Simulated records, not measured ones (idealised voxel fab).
Herein follows the process module entitled voxel gate over fins.
The cross-section on display is named cut; it measures 280 nm wide, and its cells are 5 nm squares.
Square cells in a grid make up a cross-section in this document, and the grid is given as bands, listed from the top down, each one or more rows of cells.
Each band's line starts with the height of the band's top and of its bottom, in nm. Then come its materials from left to right, each with its width in nm. One material with "throughout" fills the band from edge to edge. "blank" is empty space.
Heads up on the height convention: 0 is the point under which the incoming wafer is all one material, and the lowest band has no bottom, it just keeps going down, like "z 0 and below".
The two numbers in a width such as "30..40" mark its ends across the band: the first belongs to the top row of cells, the second to the bottom row, and from each row to the next the width moves by the same amount.
No cell of the cross-section changed in a step that is given as "no modification".
"Enclosed void entries": sealed empty spaces, 8 cells or more, no open way to top, listed width x height at distance, with distance from the left edge and width, height and distance in nm.
Post-settings text on a step line: simulator's own remark regarding the step.
"overlay nm" on a masked step: distance the mask lay right of its planned place, negative for left.

## Planned step list for the process
1. op RECEIVE | material Si
2. op CONFORMAL_DEP | material SiN | thk nm 10
3. op MASKED_ETCH | tone cover | mask id FINS | width nm 15 | pitch nm 45 | etch materials SiN | depth nm 10 | overlay nm 0
4. op MASKED_ETCH | tone cover | mask id FINS | width nm 15 | pitch nm 45 | etch materials Si | depth nm 30 | overlay nm 0
5. op OXIDIZE | depth nm 5
6. op FILL_DEP | material SiO2 | thk nm 5
7. op CMP | height nm 10
8. op SELECTIVE_ETCH | etch materials SiO2 | depth nm 20
9. op STRIP | etch materials SiN
10. op CONFORMAL_DEP | material HfO2 | thk nm 5
11. op CONFORMAL_DEP | material TiN | thk nm 5
12. op CONFORMAL_DEP | material TiAl | thk nm 5
13. op CONFORMAL_DEP | material TiN | thk nm 5
14. op FILL_DEP | material W | thk nm 15
15. op CMP | height nm 30
16. op CONFORMAL_DEP | material SiN | thk nm 5
Every wafer here starts from the same state; it is the step 16 thk nm that distinguishes them, and the value the plan gives belongs to the first wafer.

## First of several wafers, received after step 1, in cross-section
- z 0 and below | Si throughout
- Enclosed void entries: none

## The rows of the table below are wafers. Looking at the end of the module, a row counts, for every material, the cells the wafer has gained, shown as (+), or lost, shown as (-), since it was received; its closed voids come next
thk nm 5; +64 HfO2; -378 Si; +56 SiN; +270 SiO2; +64 TiAl; +128 TiN; +188 W; Enclosed void entries: none
thk nm 10; +64 HfO2; -378 Si; +112 SiN; +270 SiO2; +64 TiAl; +128 TiN; +188 W; Enclosed void entries: none
thk nm 15; +64 HfO2; -378 Si; +168 SiN; +270 SiO2; +64 TiAl; +128 TiN; +188 W; Enclosed void entries: none
thk nm 20; +64 HfO2; -378 Si; +224 SiN; +270 SiO2; +64 TiAl; +128 TiN; +188 W; Enclosed void entries: none
thk nm 25; +64 HfO2; -378 Si; +280 SiN; +270 SiO2; +64 TiAl; +128 TiN; +188 W; Enclosed void entries: none
